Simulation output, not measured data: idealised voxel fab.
The document below concerns the process module designated voxel trench capacitor.
Displayed cross-section: cut, width of 185 nm, square cells sized 5 nm.
Cross-section layout: square cells on a grid; listed as bands, top to bottom; a band spans one or more cell rows.
Within each band entry, the heights of the top and of the bottom of the band appear first, in that order and in nm; the materials of the band then follow from left to right, each with its corresponding width in nm. The designation "edge to edge" on a single material indicates that it fills the band from edge to edge; the designation "empty" indicates empty space.
Note: height 0 marks the level under which the wafer is uniformly one material as received. Lowest band unbounded below, written "z 0 and below".
When a width is written as two numbers, as in "30 to 40", the first number is the width in the top row of cells of the band and the second is the width in its bottom row, and the width changes by the same amount from each row to the next.
A step reported as "nothing altered" is a step in which no cell of the cross-section changed.
Entry "Non-vented voids". Content: empty spaces with no open connection to the top, size 8 cells or greater. Each: width x height at distance. Distance: from left edge. Unit: nm.
On each step's line, the part that comes after the settings is the simulator's own comment on the step.
overlay nm: where the mask lay relative to plan, measured to the right, on steps with a mask; negatives go left.

Planned process steps:
1: RECEIVE,material Si
2: CONFORMAL_DEP,material SiN,thk nm 10
3: DIRECTIONAL_DEP,material aC,thk nm 15
4: PATTERN,tone open,mask id TRENCH,material resist,width nm 25,pitch nm 50,thk nm 30,overlay nm 0
5: DIRECTIONAL_ETCH,etch materials aC,depth nm 15
6: STRIP,etch materials resist
7: DIRECTIONAL_ETCH,etch materials SiN,depth nm 10
8: DIRECTIONAL_ETCH,etch materials Si,depth nm 35
9: STRIP,etch materials aC
10: CONFORMAL_DEP,material Al2O3,thk nm 5
11: CONFORMAL_DEP,material TiN,thk nm 5
12: FILL_DEP,material W,thk nm 10
13: CMP,height nm 10

Concerning the first of two wafers, which was run in accordance with the plan:

Cross-section, incoming material, after step 1:
z 0 and below | Si edge to edge
Non-vented voids: none

Once step 2 is through, the wafer looks like this in cross-section:
z 10 to 0 | SiN edge to edge
Under 0: no change, same as before.

Once step 3 is through, the wafer looks like this in cross-section:
z 25 to 10 | aC edge to edge
Under 10: no change, same as before.

Once step 4 is through, the wafer looks like this in cross-section:
z 55 to 25 | resist: 55  empty: 25  resist: 25  empty: 25  resist: 55
Under 25: no change, same as before.

Once step 5 is through, the wafer looks like this in cross-section:
z 40 to 25 | resist: 55  empty: 25  resist: 25  empty: 25  resist: 55
z 25 to 10 | aC: 55  empty: 25  aC: 25  empty: 25  aC: 55
Under 10: no change, same as before.

Once step 6 is through, the wafer looks like this in cross-section:
z 25 to 10 | aC: 55  empty: 25  aC: 25  empty: 25  aC: 55
Under 10: no change, same as before.

Once step 7 is through, the wafer looks like this in cross-section:
z 25 to 10 | aC: 55  empty: 25  aC: 25  empty: 25  aC: 55
z 10 to 0 | SiN: 55  empty: 25  SiN: 25  empty: 25  SiN: 55
Under 0: no change, same as before.

Once step 8 is through, the wafer looks like this in cross-section:
z 25 to 10 | aC: 55  empty: 25  aC: 25  empty: 25  aC: 55
z 10 to 0 | SiN: 55  empty: 25  SiN: 25  empty: 25  SiN: 55
z 0 to -35 | Si: 55  empty: 25  Si: 25  empty: 25  Si: 55
Under -35: no change, same as before.

Once step 9 is through, the wafer looks like this in cross-section:
z 10 to 0 | SiN: 55  empty: 25  SiN: 25  empty: 25  SiN: 55
Under 0: no change, same as before.

Once step 10 is through, the wafer looks like this in cross-section:
z 15 to 10 | Al2O3: 60  empty: 15  Al2O3: 35  empty: 15  Al2O3: 60
z 10 to 0 | SiN: 55  Al2O3: 5  empty: 15  Al2O3: 5  SiN: 25  Al2O3: 5  empty: 15  Al2O3: 5  SiN: 55
z 0 to -30 | Si: 55  Al2O3: 5  empty: 15  Al2O3: 5  Si: 25  Al2O3: 5  empty: 15  Al2O3: 5  Si: 55
z -30 to -35 | Si: 55  Al2O3: 25  Si: 25  Al2O3: 25  Si: 55
Under -35: no change, same as before.

Once step 11 is through, the wafer looks like this in cross-section:
z 20 to 15 | TiN: 65  empty: 5  TiN: 45  empty: 5  TiN: 65
z 15 to 10 | Al2O3: 60  TiN: 5  empty: 5  TiN: 5  Al2O3: 35  TiN: 5  empty: 5  TiN: 5  Al2O3: 60
z 10 to 0 | SiN: 55  Al2O3: 5  TiN: 5  empty: 5  TiN: 5  Al2O3: 5  SiN: 25  Al2O3: 5  TiN: 5  empty: 5  TiN: 5  Al2O3: 5  SiN: 55
z 0 to -25 | Si: 55  Al2O3: 5  TiN: 5  empty: 5  TiN: 5  Al2O3: 5  Si: 25  Al2O3: 5  TiN: 5  empty: 5  TiN: 5  Al2O3: 5  Si: 55
z -25 to -30 | Si: 55  Al2O3: 5  TiN: 15  Al2O3: 5  Si: 25  Al2O3: 5  TiN: 15  Al2O3: 5  Si: 55
Under -30: no change, same as before.

Once step 12 is through, the wafer looks like this in cross-section:
z 30 to 20 | W edge to edge
z 20 to 15 | TiN: 65  W: 5  TiN: 45  W: 5  TiN: 65
z 15 to 10 | Al2O3: 60  TiN: 5  W: 5  TiN: 5  Al2O3: 35  TiN: 5  W: 5  TiN: 5  Al2O3: 60
z 10 to 0 | SiN: 55  Al2O3: 5  TiN: 5  W: 5  TiN: 5  Al2O3: 5  SiN: 25  Al2O3: 5  TiN: 5  W: 5  TiN: 5  Al2O3: 5  SiN: 55
z 0 to -25 | Si: 55  Al2O3: 5  TiN: 5  W: 5  TiN: 5  Al2O3: 5  Si: 25  Al2O3: 5  TiN: 5  W: 5  TiN: 5  Al2O3: 5  Si: 55
Under -25: no change, same as before.

Once step 13 is through, the wafer looks like this in cross-section:
z 10 to 0 | SiN: 55  Al2O3: 5  TiN: 5  W: 5  TiN: 5  Al2O3: 5  SiN: 25  Al2O3: 5  TiN: 5  W: 5  TiN: 5  Al2O3: 5  SiN: 55
Under 0: no change, same as before.

Notes, second wafer: start = first wafer's, plan = first wafer's, execution had one mistake; history identical to first through step 3:

Cross-section of the second wafer corresponding to the planned conclusion of step 4:
z 55 to 25 | empty: 55  resist: 25  empty: 25  resist: 25  empty: 55
Under 25: no change, same as before.

Cross-section of the second wafer corresponding to the planned conclusion of step 5:
z 40 to 25 | empty: 55  resist: 25  empty: 25  resist: 25  empty: 55
z 25 to 10 | empty: 55  aC: 25  empty: 25  aC: 25  empty: 55
Under 10: no change, same as before.

Cross-section of the second wafer corresponding to the planned conclusion of step 6:
z 25 to 10 | empty: 55  aC: 25  empty: 25  aC: 25  empty: 55
Under 10: no change, same as before.

Cross-section of the second wafer corresponding to the planned conclusion of step 7:
z 25 to 10 | empty: 55  aC: 25  empty: 25  aC: 25  empty: 55
z 10 to 0 | empty: 55  SiN: 25  empty: 25  SiN: 25  empty: 55
Under 0: no change, same as before.

Cross-section of the second wafer corresponding to the planned conclusion of step 8:
z 25 to 10 | empty: 55  aC: 25  empty: 25  aC: 25  empty: 55
z 10 to 0 | empty: 55  SiN: 25  empty: 25  SiN: 25  empty: 55
z 0 to -35 | empty: 55  Si: 25  empty: 25  Si: 25  empty: 55
Under -35: no change, same as before.

Cross-section of the second wafer corresponding to the planned conclusion of step 9:
z 10 to 0 | empty: 55  SiN: 25  empty: 25  SiN: 25  empty: 55
Under 0: no change, same as before.

Cross-section of the second wafer corresponding to the planned conclusion of step 10:
z 15 to 10 | empty: 50  Al2O3: 35  empty: 15  Al2O3: 35  empty: 50
z 10 to 0 | empty: 50  Al2O3: 5  SiN: 25  Al2O3: 5  empty: 15  Al2O3: 5  SiN: 25  Al2O3: 5  empty: 50
z 0 to -30 | empty: 50  Al2O3: 5  Si: 25  Al2O3: 5  empty: 15  Al2O3: 5  Si: 25  Al2O3: 5  empty: 50
z -30 to -35 | Al2O3: 55  Si: 25  Al2O3: 25  Si: 25  Al2O3: 55
Under -35: no change, same as before.

Cross-section of the second wafer corresponding to the planned conclusion of step 11:
z 20 to 15 | empty: 45  TiN: 45  empty: 5  TiN: 45  empty: 45
z 15 to 10 | empty: 45  TiN: 5  Al2O3: 35  TiN: 5  empty: 5  TiN: 5  Al2O3: 35  TiN: 5  empty: 45
z 10 to 0 | empty: 45  TiN: 5  Al2O3: 5  SiN: 25  Al2O3: 5  TiN: 5  empty: 5  TiN: 5  Al2O3: 5  SiN: 25  Al2O3: 5  TiN: 5  empty: 45
z 0 to -25 | empty: 45  TiN: 5  Al2O3: 5  Si: 25  Al2O3: 5  TiN: 5  empty: 5  TiN: 5  Al2O3: 5  Si: 25  Al2O3: 5  TiN: 5  empty: 45
z -25 to -30 | TiN: 50  Al2O3: 5  Si: 25  Al2O3: 5  TiN: 15  Al2O3: 5  Si: 25  Al2O3: 5  TiN: 50
Under -30: no change, same as before.

Cross-section of the second wafer corresponding to the planned conclusion of step 12:
z 30 to 20 | W edge to edge
z 20 to 15 | W: 45  TiN: 45  W: 5  TiN: 45  W: 45
z 15 to 10 | W: 45  TiN: 5  Al2O3: 35  TiN: 5  W: 5  TiN: 5  Al2O3: 35  TiN: 5  W: 45
z 10 to 0 | W: 45  TiN: 5  Al2O3: 5  SiN: 25  Al2O3: 5  TiN: 5  W: 5  TiN: 5  Al2O3: 5  SiN: 25  Al2O3: 5  TiN: 5  W: 45
z 0 to -25 | W: 45  TiN: 5  Al2O3: 5  Si: 25  Al2O3: 5  TiN: 5  W: 5  TiN: 5  Al2O3: 5  Si: 25  Al2O3: 5  TiN: 5  W: 45
Under -25: no change, same as before.

Cross-section of the second wafer corresponding to the planned conclusion of step 13:
z 10 to 0 | W: 45  TiN: 5  Al2O3: 5  SiN: 25  Al2O3: 5  TiN: 5  W: 5  TiN: 5  Al2O3: 5  SiN: 25  Al2O3: 5  TiN: 5  W: 45
Under 0: no change, same as before.
Short version of what went wrong: heads up, step 4 didn't go per plan, it actually ran as PATTERN,tone cover,mask id TRENCH,material resist,width nm 25,pitch nm 50,thk nm 30,overlay nm 0
The final cell counts differ between the wafers, with the second having more or fewer of some materials than the first: 17 more of Al2O3; 119 fewer of Si; 34 fewer of SiN; 17 more of TiN; 119 more of W
